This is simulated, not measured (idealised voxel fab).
process module | voxel capacitor over wiring
cross-section cut | 175 nm wide | cells 5 nm
A cross-section is a grid of square cells, given in bands from the top down. A band is one or more rows of cells.
Each band's line starts with the height of the band's top and of its bottom, in nm. Then come its materials from left to right, each with its width in nm. One material with "throughout" fills the band from edge to edge. "air" is empty space.
Height 0 is the level under which the wafer as received is all one material. The lowest band goes on downwards, as in "0 down".
A width such as "30 to 40" changes by the same amount from each row of cells to the next, from the band's top row to its bottom row.
"no change" after a step means that no cell of the cross-section changed.
closed voids: empty space of 8 cells or more with no open way to the top, each as width x height at its distance from the left edge, in nm
after a step's settings: what the simulator itself notes on the step
overlay nm, on a step with a mask: how far to the right of its planned place the mask lay; to the left if negative
plan
1 op RECEIVE | material Si
2 op CONFORMAL_DEP | material SiO2 | thk nm 10
3 op DIRECTIONAL_DEP | material TiN | thk nm 5
4 op DIRECTIONAL_DEP | material W | thk nm 20
5 op DIRECTIONAL_DEP | material aC | thk nm 10
6 op PATTERN | tone cover | mask id METAL_1 | material resist | width nm 30 | pitch nm 80 | thk nm 25 | overlay nm 0
7 op DIRECTIONAL_ETCH | etch materials aC | depth nm 10
8 op STRIP | etch materials resist
9 op DIRECTIONAL_ETCH | etch materials W | depth nm 20
10 op DIRECTIONAL_ETCH | etch materials TiN | depth nm 5
11 op STRIP | etch materials aC
12 op CONFORMAL_DEP | material SiCN | thk nm 5
13 op FILL_DEP | material lowk | thk nm 10
14 op CMP | height nm 35
15 op CONFORMAL_DEP | material SiCN | thk nm 5
16 op DIRECTIONAL_DEP | material lowk | thk nm 10
17 op PATTERN | tone open | mask id PLUG_1 | material resist | width nm 15 | thk nm 15 | overlay nm 0
18 op DIRECTIONAL_ETCH | etch materials lowk | depth nm 10
19 op DIRECTIONAL_ETCH | etch materials SiCN | depth nm 5
20 op STRIP | etch materials resist
21 op EPI | material Ru | thk nm 10
22 op EPI | material Ru | thk nm 5
23 op DIRECTIONAL_DEP | material TiN | thk nm 10
24 op DIRECTIONAL_DEP | material SiN | thk nm 5
25 op DIRECTIONAL_DEP | material TiN | thk nm 10
26 op PATTERN | tone cover | mask id UPPER_PLATE | material resist | width nm 55 | thk nm 15 | overlay nm 0
27 op DIRECTIONAL_ETCH | etch materials TiN | depth nm 10
28 op DIRECTIONAL_ETCH | etch materials SiN | depth nm 5
29 op STRIP | etch materials resist
30 op MASKED_ETCH | tone cover | mask id LOWER_PLATE | width nm 65 | etch materials TiN | depth nm 10 | overlay nm 0
31 op FILL_DEP | material SiO2 | thk nm 20
32 op CMP | height nm 90
33 op PATTERN | tone open | mask id PLUG_2 | material resist | width nm 15 | thk nm 15 | overlay nm 0
34 op DIRECTIONAL_ETCH | etch materials SiO2 | depth nm 15
35 op STRIP | etch materials resist
36 op CONFORMAL_DEP | material TiN | thk nm 5
37 op FILL_DEP | material Ru | thk nm 10
38 op CMP | height nm 90
39 op CONFORMAL_DEP | material SiCN | thk nm 5
as received, after step 1
  0 down: Si throughout
  closed voids: none
first wafer at the end, as planned
  95 to 90: SiCN throughout
  90 to 80: SiO2 55 | TiN 5 | Ru 5 | TiN 5 | SiO2 105
  80 to 75: SiO2 55 | TiN 15 | SiO2 105
  75 to 65: SiO2 45 | TiN 55 | SiO2 75
  65 to 60: SiO2 45 | SiN 55 | SiO2 75
  60 to 50: SiO2 40 | TiN 65 | SiO2 70
  50 to 40: lowk 45 | Ru 15 | lowk 115
  40 to 35: SiCN 45 | Ru 15 | SiCN 115
  35 to 15: lowk 25 | SiCN 5 | W 30 | SiCN 5 | lowk 40 | SiCN 5 | W 30 | SiCN 5 | lowk 30
  15 to 10: SiCN 30 | TiN 30 | SiCN 50 | TiN 30 | SiCN 35
  10 to 0: SiO2 throughout
  0 down: Si throughout
  closed voids: none
second wafer at the end: like start, like plan, one mistake
  95 to 90: SiCN throughout
  90 to 85: SiO2 55 | TiN 5 | Ru 5 | TiN 5 | SiO2 105
  85 to 75: SiO2 55 | TiN 15 to 45 | SiO2 105 to 75
  75 to 70: SiO2 60 | TiN 40 | SiO2 75
  70 to 65: SiO2 60 | SiN 40 | SiO2 75
  65 to 55: SiO2 40 | TiN 65 | SiO2 70
  55 to 50: lowk 45 | SiN 15 | lowk 115
  50 to 45: lowk 45 | TiN 15 | lowk 115
  45 to 40: SiCN 45 | TiN 15 | SiCN 115
  40 to 35: lowk 25 | SiCN 40 | lowk 40 | SiCN 40 | lowk 30
  35 to 15: lowk 25 | SiCN 5 | W 30 | SiCN 5 | lowk 40 | SiCN 5 | W 30 | SiCN 5 | lowk 30
  15 to 10: SiCN 30 | TiN 30 | SiCN 50 | TiN 30 | SiCN 35
  10 to 0: SiO2 throughout
  0 down: Si throughout
  closed voids: none
what went wrong: step 14 ran as: op CMP | height nm 40
at the end the second wafer has, in cells: 10 fewer of Ru | 16 more of SiCN | 24 fewer of SiO2 | 1 fewer of TiN | 19 more of lowk
